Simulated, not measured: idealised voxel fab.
Process module, titled voxel plated lines
The cross-section on display is named cut; it measures 265 nm wide, and its cells are 5 nm squares.
Each cross-section below is a grid of square cells, stated as bands in top-down order, with one or more rows of cells making up each band. Within each band entry, the heights of the top and of the bottom of the band appear first, in that order and in nm; the materials of the band then follow from left to right, each with its corresponding width in nm. The designation "full width" on a single material indicates that it fills the band from edge to edge; the designation "empty" indicates empty space. A quick word on heights: they are counted from 0, and under that level the wafer as it came to us is one material throughout. The lowest band is different from the rest in having no bottom; it simply continues downward, written as in "top 0, no bottom". With a width like "30->40", each row of cells in the band differs from the next by the same amount, the top row carrying the first number and the bottom row the second. "nothing was modified" means the step left every cell of the cross-section as it was. The entry "Voids, sealed" lists the empty spaces that cover at least 8 cells and have no open path to the top. Each is written as width x height at distance, where the distance is measured from the left edge and all three values are in nm. Formally, on a step line, whatever follows the settings is a remark that the simulator itself makes on the step. The setting "overlay nm" may be written on the line of a step. When the step uses a mask, the value reports how far to the right of the planned place the mask lay, and a negative value reports that it lay to the left.

## So here's the lineup of process steps we planned
1: op RECEIVE | material Si
2: op CONFORMAL_DEP | material SiO2 | thk nm 10
3: op DIRECTIONAL_DEP | material TiN | thk nm 5
4: op PATTERN | tone open | mask id LINES | material resist | width nm 30 | pitch nm 50 | thk nm 35 | overlay nm 0
5: op EPI | material Ru | thk nm 10
6: op EPI | material Ru | thk nm 10
7: op EPI | material Ru | thk nm 10
8: op STRIP | etch materials resist
9: op DIRECTIONAL_ETCH | etch materials TiN | depth nm 5
10: op CONFORMAL_DEP | material SiCN | thk nm 5

## First out of two wafers; run went to plan

## as received, after step 1
	top 0, no bottom = Si full width
	Voids, sealed: none

## The following cross-section depicts the wafer upon completion of step 2
	top 10, bottom 0 = SiO2 full width
	Unchanged below 0.

## The following cross-section depicts the wafer upon completion of step 3
	top 15, bottom 10 = TiN full width
	Unchanged below 10.

## The following cross-section depicts the wafer upon completion of step 4
	top 50, bottom 15 = resist (40)  empty (30)  resist (20)  empty (30)  resist (20)  empty (30)  resist (20)  empty (30)  resist (45)
	Unchanged below 15.

## The following cross-section depicts the wafer upon completion of step 5
	top 50, bottom 25 = resist (40)  empty (30)  resist (20)  empty (30)  resist (20)  empty (30)  resist (20)  empty (30)  resist (45)
	top 25, bottom 15 = resist (40)  Ru (30)  resist (20)  Ru (30)  resist (20)  Ru (30)  resist (20)  Ru (30)  resist (45)
	Unchanged below 15.

## The following cross-section depicts the wafer upon completion of step 6
	top 50, bottom 35 = resist (40)  empty (30)  resist (20)  empty (30)  resist (20)  empty (30)  resist (20)  empty (30)  resist (45)
	top 35, bottom 15 = resist (40)  Ru (30)  resist (20)  Ru (30)  resist (20)  Ru (30)  resist (20)  Ru (30)  resist (45)
	Unchanged below 15.

## The following cross-section depicts the wafer upon completion of step 7
	top 50, bottom 45 = resist (40)  empty (30)  resist (20)  empty (30)  resist (20)  empty (30)  resist (20)  empty (30)  resist (45)
	top 45, bottom 15 = resist (40)  Ru (30)  resist (20)  Ru (30)  resist (20)  Ru (30)  resist (20)  Ru (30)  resist (45)
	Unchanged below 15.

## The following cross-section depicts the wafer upon completion of step 8
	top 45, bottom 15 = empty (40)  Ru (30)  empty (20)  Ru (30)  empty (20)  Ru (30)  empty (20)  Ru (30)  empty (45)
	Unchanged below 15.

## The following cross-section depicts the wafer upon completion of step 9
	top 45, bottom 15 = empty (40)  Ru (30)  empty (20)  Ru (30)  empty (20)  Ru (30)  empty (20)  Ru (30)  empty (45)
	top 15, bottom 10 = empty (40)  TiN (30)  empty (20)  TiN (30)  empty (20)  TiN (30)  empty (20)  TiN (30)  empty (45)
	Unchanged below 10.

## The following cross-section depicts the wafer upon completion of step 10
	top 50, bottom 45 = empty (35)  SiCN (40)  empty (10)  SiCN (40)  empty (10)  SiCN (40)  empty (10)  SiCN (40)  empty (40)
	top 45, bottom 15 = empty (35)  SiCN (5)  Ru (30)  SiCN (5)  empty (10)  SiCN (5)  Ru (30)  SiCN (5)  empty (10)  SiCN (5)  Ru (30)  SiCN (5)  empty (10)  SiCN (5)  Ru (30)  SiCN (5)  empty (40)
	top 15, bottom 10 = SiCN (40)  TiN (30)  SiCN (20)  TiN (30)  SiCN (20)  TiN (30)  SiCN (20)  TiN (30)  SiCN (45)
	Unchanged below 10.

## What follows concerns the second wafer, which started out like the first and was meant to follow the very same plan; one mistake crept in when it was run, but everything up to and including step 2 is the same as for the first wafer

## Second wafer profile in section, at the moment step 3 of the plan was meant to be complete
	top 25, bottom 10 = TiN full width
	Unchanged below 10.

## Second wafer profile in section, at the moment step 4 of the plan was meant to be complete
	top 60, bottom 25 = resist (40)  empty (30)  resist (20)  empty (30)  resist (20)  empty (30)  resist (20)  empty (30)  resist (45)
	Unchanged below 25.

## Second wafer profile in section, at the moment step 5 of the plan was meant to be complete
	top 60, bottom 35 = resist (40)  empty (30)  resist (20)  empty (30)  resist (20)  empty (30)  resist (20)  empty (30)  resist (45)
	top 35, bottom 25 = resist (40)  Ru (30)  resist (20)  Ru (30)  resist (20)  Ru (30)  resist (20)  Ru (30)  resist (45)
	Unchanged below 25.

## Second wafer profile in section, at the moment step 6 of the plan was meant to be complete
	top 60, bottom 45 = resist (40)  empty (30)  resist (20)  empty (30)  resist (20)  empty (30)  resist (20)  empty (30)  resist (45)
	top 45, bottom 25 = resist (40)  Ru (30)  resist (20)  Ru (30)  resist (20)  Ru (30)  resist (20)  Ru (30)  resist (45)
	Unchanged below 25.

## Second wafer profile in section, at the moment step 7 of the plan was meant to be complete
	top 60, bottom 55 = resist (40)  empty (30)  resist (20)  empty (30)  resist (20)  empty (30)  resist (20)  empty (30)  resist (45)
	top 55, bottom 25 = resist (40)  Ru (30)  resist (20)  Ru (30)  resist (20)  Ru (30)  resist (20)  Ru (30)  resist (45)
	Unchanged below 25.

## Second wafer profile in section, at the moment step 8 of the plan was meant to be complete
	top 55, bottom 25 = empty (40)  Ru (30)  empty (20)  Ru (30)  empty (20)  Ru (30)  empty (20)  Ru (30)  empty (45)
	Unchanged below 25.

## Second wafer profile in section, at the moment step 9 of the plan was meant to be complete
	top 55, bottom 25 = empty (40)  Ru (30)  empty (20)  Ru (30)  empty (20)  Ru (30)  empty (20)  Ru (30)  empty (45)
	top 25, bottom 20 = empty (40)  TiN (30)  empty (20)  TiN (30)  empty (20)  TiN (30)  empty (20)  TiN (30)  empty (45)
	Unchanged below 20.

## Second wafer profile in section, at the moment step 10 of the plan was meant to be complete
	top 60, bottom 55 = empty (35)  SiCN (40)  empty (10)  SiCN (40)  empty (10)  SiCN (40)  empty (10)  SiCN (40)  empty (40)
	top 55, bottom 25 = empty (35)  SiCN (5)  Ru (30)  SiCN (5)  empty (10)  SiCN (5)  Ru (30)  SiCN (5)  empty (10)  SiCN (5)  Ru (30)  SiCN (5)  empty (10)  SiCN (5)  Ru (30)  SiCN (5)  empty (40)
	top 25, bottom 20 = SiCN (40)  TiN (30)  SiCN (20)  TiN (30)  SiCN (20)  TiN (30)  SiCN (20)  TiN (30)  SiCN (45)
	Unchanged below 20.
Where did the run depart from the plan? step 3 went in with a setting other than planned; the actual run was op DIRECTIONAL_DEP | material TiN | thk nm 15
Heads up, by the end the second wafer has more or fewer cells of some materials compared to the first: +106 TiN
